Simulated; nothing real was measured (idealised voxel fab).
process module | voxel gate over fins
cross-section cut | 215 nm wide | cells 5 nm
A cross-section is a grid of square cells, given in bands from the top down. A band is one or more rows of cells.
Each band's line starts with the height of the band's top and of its bottom, in nm. Then come its materials from left to right, each with its width in nm. One material with "throughout" fills the band from edge to edge. "air" is empty space.
Height 0 is the level under which the wafer as received is all one material. The lowest band goes on downwards, as in "0 down".
A width such as "30 to 40" changes by the same amount from each row of cells to the next, from the band's top row to its bottom row.
"no change" after a step means that no cell of the cross-section changed.
closed voids: empty space of 8 cells or more with no open way to the top, each as width x height at its distance from the left edge, in nm
after a step's settings: what the simulator itself notes on the step
overlay nm, on a step with a mask: how far to the right of its planned place the mask lay; to the left if negative
plan
1 op RECEIVE | material Si
2 op CONFORMAL_DEP | material SiN | thk nm 10
3 op DIRECTIONAL_DEP | material aC | thk nm 10
4 op PATTERN | tone cover | mask id FINS | material resist | width nm 15 | pitch nm 45 | thk nm 25 | overlay nm 0
5 op DIRECTIONAL_ETCH | etch materials aC | depth nm 10
6 op STRIP | etch materials resist
7 op DIRECTIONAL_ETCH | etch materials SiN | depth nm 10
8 op DIRECTIONAL_ETCH | etch materials Si | depth nm 35
9 op STRIP | etch materials aC
10 op FILL_DEP | material SiO2 | thk nm 15
11 op CMP | height nm 10
12 op SELECTIVE_ETCH | etch materials SiO2 | depth nm 25
13 op STRIP | etch materials SiN
14 op CONFORMAL_DEP | material HfO2 | thk nm 5
15 op CONFORMAL_DEP | material TiN | thk nm 5
16 op FILL_DEP | material W | thk nm 10
17 op CMP | height nm 15
18 op CONFORMAL_DEP | material SiCN | thk nm 10
as received, after step 1
  0 down: Si throughout
  closed voids: none
first wafer at the end, as planned
  25 to 15: SiCN throughout
  15 to 10: W throughout
  10 to 5: W 45 | TiN 35 | W 10 | TiN 35 | W 10 | TiN 35 | W 45
  5 to 0: W 45 | TiN 5 | HfO2 25 | TiN 5 | W 10 | TiN 5 | HfO2 25 | TiN 5 | W 10 | TiN 5 | HfO2 25 | TiN 5 | W 45
  0 to -5: W 45 | TiN 5 | HfO2 5 | Si 15 | HfO2 5 | TiN 5 | W 10 | TiN 5 | HfO2 5 | Si 15 | HfO2 5 | TiN 5 | W 10 | TiN 5 | HfO2 5 | Si 15 | HfO2 5 | TiN 5 | W 45
  -5 to -10: TiN 50 | HfO2 5 | Si 15 | HfO2 5 | TiN 20 | HfO2 5 | Si 15 | HfO2 5 | TiN 20 | HfO2 5 | Si 15 | HfO2 5 | TiN 50
  -10 to -15: HfO2 55 | Si 15 | HfO2 30 | Si 15 | HfO2 30 | Si 15 | HfO2 55
  -15 to -35: SiO2 55 | Si 15 | SiO2 30 | Si 15 | SiO2 30 | Si 15 | SiO2 55
  -35 down: Si throughout
  closed voids: none
second wafer at the end: like start, like plan, one mistake
  25 to 15: SiCN throughout
  15 to 10: W throughout
  10 to 5: TiN throughout
  5 to 0: HfO2 throughout
  0 to -35: SiO2 55 | Si 15 | SiO2 30 | Si 15 | SiO2 30 | Si 15 | SiO2 55
  -35 down: Si throughout
  closed voids: none
what went wrong: step 11 was left out
at the end the second wafer has, in cells: 18 fewer of HfO2 | 102 more of SiO2 | 18 fewer of TiN | 66 fewer of W
